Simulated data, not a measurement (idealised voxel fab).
Documented hereafter: the process module known as voxel capacitor over wiring.
Cross-section cut: width 235 nm, square cells of 5 nm.
Notation: cross-section as square-cell grid; stated in bands, top first, going down; one or more cell rows per band.
What a band's entry tells you: where the top is and where the bottom is, as heights in nm, and after that what lies inside, material by material from left to right, each with its width in nm. Empty space is written as the word "air", and a single material marked with the word "all across" occupies the band from edge to edge.
Heights are measured from 0, the level below which the as-received wafer is all one material; the lowest band has no bottom and continues downward, written as in "0 and below".
So if you see something like "30->40" for the width, read it as the top row of the band sitting at the first number and the bottom row at the second, with every row in between moving by the same amount as the last.
When a step is marked "left unchanged", none of the cells in the cross-section changed during that step.
You'll see "Closed internal cavities" listing empty spaces that have no way open to the top, as long as they're 8 cells or more; the notation is width x height at distance, where the distance is from the left edge, and all of it is in nm.
If you see something after the settings on a step's line, that's the simulator's own remark about that step.
overlay nm: right-of-plan distance of the mask on a masked step; negative values mean left-of-plan.

[Planned process steps]
1. RECEIVE [material Si]
2. CONFORMAL_DEP [material SiO2] [thk nm 10]
3. DIRECTIONAL_DEP [material TiN] [thk nm 5]
4. DIRECTIONAL_DEP [material Ru] [thk nm 25]
5. DIRECTIONAL_DEP [material aC] [thk nm 10]
6. PATTERN [tone cover] [mask id METAL_1] [material resist] [width nm 30] [pitch nm 90] [thk nm 25] [overlay nm 0]
7. DIRECTIONAL_ETCH [etch materials aC] [depth nm 10]
8. STRIP [etch materials resist]
9. DIRECTIONAL_ETCH [etch materials Ru] [depth nm 25]
10. DIRECTIONAL_ETCH [etch materials TiN] [depth nm 5]
11. STRIP [etch materials aC]
12. CONFORMAL_DEP [material SiN] [thk nm 5]
13. FILL_DEP [material SiO2] [thk nm 5]
14. CMP [height nm 40]
15. CONFORMAL_DEP [material SiCN] [thk nm 5]
16. DIRECTIONAL_DEP [material lowk] [thk nm 10]
17. DIRECTIONAL_DEP [material aC] [thk nm 10]
18. PATTERN [tone open] [mask id PLUG_1] [material resist] [width nm 15] [thk nm 25] [overlay nm 0]
19. DIRECTIONAL_ETCH [etch materials aC] [depth nm 10]
20. STRIP [etch materials resist]
21. DIRECTIONAL_ETCH [etch materials lowk] [depth nm 10]
22. DIRECTIONAL_ETCH [etch materials SiCN] [depth nm 5]
23. STRIP [etch materials aC]
24. EPI [material Ru] [thk nm 10]
25. EPI [material Ru] [thk nm 5]
26. DIRECTIONAL_DEP [material TiN] [thk nm 10]
27. DIRECTIONAL_DEP [material Al2O3] [thk nm 5]
28. DIRECTIONAL_DEP [material TiN] [thk nm 10]
29. PATTERN [tone cover] [mask id UPPER_PLATE] [material resist] [width nm 65] [thk nm 20] [overlay nm 0]
30. DIRECTIONAL_ETCH [etch materials TiN] [depth nm 10]
31. DIRECTIONAL_ETCH [etch materials Al2O3] [depth nm 5]
32. STRIP [etch materials resist]
33. DIRECTIONAL_DEP [material aC] [thk nm 15]
34. PATTERN [tone cover] [mask id LOWER_PLATE] [material resist] [width nm 75] [thk nm 35] [overlay nm 0]
35. DIRECTIONAL_ETCH [etch materials aC] [depth nm 15]
36. STRIP [etch materials resist]
37. DIRECTIONAL_ETCH [etch materials TiN] [depth nm 10]
38. STRIP [etch materials aC]
39. FILL_DEP [material SiO2] [thk nm 15]
40. CMP [height nm 90]
41. MASKED_ETCH [tone open] [mask id PLUG_2] [width nm 15] [etch materials SiO2] [depth nm 10] [overlay nm 0]
42. CONFORMAL_DEP [material TiN] [thk nm 5]
43. FILL_DEP [material W] [thk nm 5]
44. CMP [height nm 90]
45. CONFORMAL_DEP [material SiCN] [thk nm 5]

[First out of two wafers; run went to plan]

[Cross-section of the wafer at receipt, which is the condition after step 1]
	0 and below  Si all across
	Closed internal cavities: none

[Wafer after step 2 (cross-section)]
	10 down to 0  SiO2 all across
	Under the height 0 nothing was changed.

[Wafer after step 3 (cross-section)]
	15 down to 10  TiN all across
	Under the height 10 nothing was changed.

[Wafer after step 4 (cross-section)]
	40 down to 15  Ru all across
	Under the height 15 nothing was changed.

[Wafer after step 5 (cross-section)]
	50 down to 40  aC all across
	Under the height 40 nothing was changed.

[Wafer after step 6 (cross-section)]
	75 down to 50  55 air; 30 resist; 60 air; 30 resist; 60 air
	Under the height 50 nothing was changed.

[Wafer after step 7 (cross-section)]
	65 down to 50  55 air; 30 resist; 60 air; 30 resist; 60 air
	50 down to 40  55 air; 30 aC; 60 air; 30 aC; 60 air
	Under the height 40 nothing was changed.

[Wafer after step 8 (cross-section)]
	50 down to 40  55 air; 30 aC; 60 air; 30 aC; 60 air
	Under the height 40 nothing was changed.

[Wafer after step 9 (cross-section)]
	50 down to 40  55 air; 30 aC; 60 air; 30 aC; 60 air
	40 down to 15  55 air; 30 Ru; 60 air; 30 Ru; 60 air
	Under the height 15 nothing was changed.

[Wafer after step 10 (cross-section)]
	50 down to 40  55 air; 30 aC; 60 air; 30 aC; 60 air
	40 down to 15  55 air; 30 Ru; 60 air; 30 Ru; 60 air
	15 down to 10  55 air; 30 TiN; 60 air; 30 TiN; 60 air
	Under the height 10 nothing was changed.

[Wafer after step 11 (cross-section)]
	40 down to 15  55 air; 30 Ru; 60 air; 30 Ru; 60 air
	Under the height 15 nothing was changed.

[Wafer after step 12 (cross-section)]
	45 down to 40  50 air; 40 SiN; 50 air; 40 SiN; 55 air
	40 down to 15  50 air; 5 SiN; 30 Ru; 5 SiN; 50 air; 5 SiN; 30 Ru; 5 SiN; 55 air
	15 down to 10  55 SiN; 30 TiN; 60 SiN; 30 TiN; 60 SiN
	Under the height 10 nothing was changed.

[Wafer after step 13 (cross-section)]
	50 down to 45  SiO2 all across
	45 down to 40  50 SiO2; 40 SiN; 50 SiO2; 40 SiN; 55 SiO2
	40 down to 15  50 SiO2; 5 SiN; 30 Ru; 5 SiN; 50 SiO2; 5 SiN; 30 Ru; 5 SiN; 55 SiO2
	Under the height 15 nothing was changed.

[Wafer after step 14 (cross-section)]
	40 down to 15  50 SiO2; 5 SiN; 30 Ru; 5 SiN; 50 SiO2; 5 SiN; 30 Ru; 5 SiN; 55 SiO2
	Under the height 15 nothing was changed.

[Wafer after step 15 (cross-section)]
	45 down to 40  SiCN all across
	Under the height 40 nothing was changed.

[Wafer after step 16 (cross-section)]
	55 down to 45  lowk all across
	Under the height 45 nothing was changed.

[Wafer after step 17 (cross-section)]
	65 down to 55  aC all across
	Under the height 55 nothing was changed.

[Wafer after step 18 (cross-section)]
	90 down to 65  70 resist; 15 air; 150 resist
	Under the height 65 nothing was changed.

[Wafer after step 19 (cross-section)]
	80 down to 65  70 resist; 15 air; 150 resist
	65 down to 55  70 aC; 15 air; 150 aC
	Under the height 55 nothing was changed.

[Wafer after step 20 (cross-section)]
	65 down to 55  70 aC; 15 air; 150 aC
	Under the height 55 nothing was changed.

[Wafer after step 21 (cross-section)]
	65 down to 55  70 aC; 15 air; 150 aC
	55 down to 45  70 lowk; 15 air; 150 lowk
	Under the height 45 nothing was changed.

[Wafer after step 22 (cross-section)]
	65 down to 55  70 aC; 15 air; 150 aC
	55 down to 45  70 lowk; 15 air; 150 lowk
	45 down to 40  70 SiCN; 15 air; 150 SiCN
	Under the height 40 nothing was changed.

[Wafer after step 23 (cross-section)]
	55 down to 45  70 lowk; 15 air; 150 lowk
	Under the height 45 nothing was changed.

[Wafer after step 24 (cross-section)]
	55 down to 50  70 lowk; 15 air; 150 lowk
	50 down to 45  70 lowk; 15 Ru; 150 lowk
	45 down to 40  70 SiCN; 15 Ru; 150 SiCN
	Under the height 40 nothing was changed.

[Wafer after step 25 (cross-section)]
	55 down to 45  70 lowk; 15 Ru; 150 lowk
	Under the height 45 nothing was changed.

[Wafer after step 26 (cross-section)]
	65 down to 55  TiN all across
	Under the height 55 nothing was changed.

[Wafer after step 27 (cross-section)]
	70 down to 65  Al2O3 all across
	Under the height 65 nothing was changed.

[Wafer after step 28 (cross-section)]
	80 down to 70  TiN all across
	Under the height 70 nothing was changed.

[Wafer after step 29 (cross-section)]
	100 down to 80  70 air; 65 resist; 100 air
	Under the height 80 nothing was changed.

[Wafer after step 30 (cross-section)]
	100 down to 80  70 air; 65 resist; 100 air
	80 down to 70  70 air; 65 TiN; 100 air
	Under the height 70 nothing was changed.

[Wafer after step 31 (cross-section)]
	100 down to 80  70 air; 65 resist; 100 air
	80 down to 70  70 air; 65 TiN; 100 air
	70 down to 65  70 air; 65 Al2O3; 100 air
	Under the height 65 nothing was changed.

[Wafer after step 32 (cross-section)]
	80 down to 70  70 air; 65 TiN; 100 air
	Under the height 70 nothing was changed.

[Wafer after step 33 (cross-section)]
	95 down to 80  70 air; 65 aC; 100 air
	80 down to 70  70 aC; 65 TiN; 100 aC
	70 down to 65  70 aC; 65 Al2O3; 100 aC
	Under the height 65 nothing was changed.

[Wafer after step 34 (cross-section)]
	130 down to 95  65 air; 75 resist; 95 air
	95 down to 80  65 air; 5 resist; 65 aC; 5 resist; 95 air
	Under the height 80 nothing was changed.

[Wafer after step 35 (cross-section)]
	115 down to 95  65 air; 75 resist; 95 air
	95 down to 80  65 air; 5 resist; 65 aC; 5 resist; 95 air
	80 down to 70  65 air; 5 aC; 65 TiN; 5 aC; 95 air
	70 down to 65  65 air; 5 aC; 65 Al2O3; 5 aC; 95 air
	Under the height 65 nothing was changed.

[Wafer after step 36 (cross-section)]
	95 down to 80  70 air; 65 aC; 100 air
	Under the height 80 nothing was changed.

[Wafer after step 37 (cross-section)]
	95 down to 80  70 air; 65 aC; 100 air
	80 down to 70  65 air; 5 aC; 65 TiN; 5 aC; 95 air
	70 down to 65  65 air; 5 aC; 65 Al2O3; 5 aC; 95 air
	65 down to 55  65 air; 75 TiN; 95 air
	Under the height 55 nothing was changed.

[Wafer after step 38 (cross-section)]
	80 down to 70  70 air; 65 TiN; 100 air
	70 down to 65  70 air; 65 Al2O3; 100 air
	Under the height 65 nothing was changed.

[Wafer after step 39 (cross-section)]
	95 down to 80  SiO2 all across
	80 down to 70  70 SiO2; 65 TiN; 100 SiO2
	70 down to 65  70 SiO2; 65 Al2O3; 100 SiO2
	65 down to 55  65 SiO2; 75 TiN; 95 SiO2
	Under the height 55 nothing was changed.

[Wafer after step 40 (cross-section)]
	90 down to 80  SiO2 all across
	Under the height 80 nothing was changed.

[Wafer after step 41 (cross-section)]
	90 down to 80  80 SiO2; 15 air; 140 SiO2
	Under the height 80 nothing was changed.

[Wafer after step 42 (cross-section)]
	95 down to 90  85 TiN; 5 air; 145 TiN
	90 down to 85  80 SiO2; 5 TiN; 5 air; 5 TiN; 140 SiO2
	85 down to 80  80 SiO2; 15 TiN; 140 SiO2
	Under the height 80 nothing was changed.

[Wafer after step 43 (cross-section)]
	100 down to 95  W all across
	95 down to 90  85 TiN; 5 W; 145 TiN
	90 down to 85  80 SiO2; 5 TiN; 5 W; 5 TiN; 140 SiO2
	Under the height 85 nothing was changed.

[Wafer after step 44 (cross-section)]
	90 down to 85  80 SiO2; 5 TiN; 5 W; 5 TiN; 140 SiO2
	Under the height 85 nothing was changed.

[Wafer after step 45 (cross-section)]
	95 down to 90  SiCN all across
	Under the height 90 nothing was changed.

[Wafer two. Identical start, identical plan. One mistake in execution. Identical history through step 33]

[At the planned end of step 34, the second wafer in cross-section]
	130 down to 95  70 air; 70 resist; 95 air
	95 down to 80  70 air; 65 aC; 5 resist; 95 air
	Under the height 80 nothing was changed.

[At the planned end of step 35, the second wafer in cross-section]
	115 down to 95  70 air; 70 resist; 95 air
	95 down to 80  70 air; 65 aC; 5 resist; 95 air
	80 down to 70  70 air; 65 TiN; 5 aC; 95 air
	70 down to 65  70 air; 65 Al2O3; 5 aC; 95 air
	Under the height 65 nothing was changed.

[At the planned end of step 36, the second wafer in cross-section]
	95 down to 80  70 air; 65 aC; 100 air
	Under the height 80 nothing was changed.

[At the planned end of step 37, the second wafer in cross-section]
	95 down to 80  70 air; 65 aC; 100 air
	80 down to 70  70 air; 65 TiN; 5 aC; 95 air
	70 down to 65  70 air; 65 Al2O3; 5 aC; 95 air
	65 down to 55  70 air; 70 TiN; 95 air
	Under the height 55 nothing was changed.

[At the planned end of step 38, the second wafer in cross-section]
	80 down to 70  70 air; 65 TiN; 100 air
	70 down to 65  70 air; 65 Al2O3; 100 air
	Under the height 65 nothing was changed.

[At the planned end of step 39, the second wafer in cross-section]
	95 down to 80  SiO2 all across
	80 down to 70  70 SiO2; 65 TiN; 100 SiO2
	70 down to 65  70 SiO2; 65 Al2O3; 100 SiO2
	65 down to 55  70 SiO2; 70 TiN; 95 SiO2
	Under the height 55 nothing was changed.

[At the planned end of step 40, the second wafer in cross-section]
	90 down to 80  SiO2 all across
	Under the height 80 nothing was changed.

[At the planned end of step 41, the second wafer in cross-section]
	90 down to 80  80 SiO2; 15 air; 140 SiO2
	Under the height 80 nothing was changed.

[At the planned end of step 42, the second wafer in cross-section]
	95 down to 90  85 TiN; 5 air; 145 TiN
	90 down to 85  80 SiO2; 5 TiN; 5 air; 5 TiN; 140 SiO2
	85 down to 80  80 SiO2; 15 TiN; 140 SiO2
	Under the height 80 nothing was changed.

[At the planned end of step 43, the second wafer in cross-section]
	100 down to 95  W all across
	95 down to 90  85 TiN; 5 W; 145 TiN
	90 down to 85  80 SiO2; 5 TiN; 5 W; 5 TiN; 140 SiO2
	Under the height 85 nothing was changed.

[At the planned end of step 44, the second wafer in cross-section]
	90 down to 85  80 SiO2; 5 TiN; 5 W; 5 TiN; 140 SiO2
	Under the height 85 nothing was changed.

[At the planned end of step 45, the second wafer in cross-section]
	95 down to 90  SiCN all across
	Under the height 90 nothing was changed.
What broke from the plan during processing? step 34 went in with a setting other than planned; the actual run was PATTERN [tone cover] [mask id LOWER_PLATE] [material resist] [width nm 70] [thk nm 35] [overlay nm 0]
Count the cells at the end and the second wafer has more or fewer of some materials than the first: 2 more of SiO2; 2 fewer of TiN
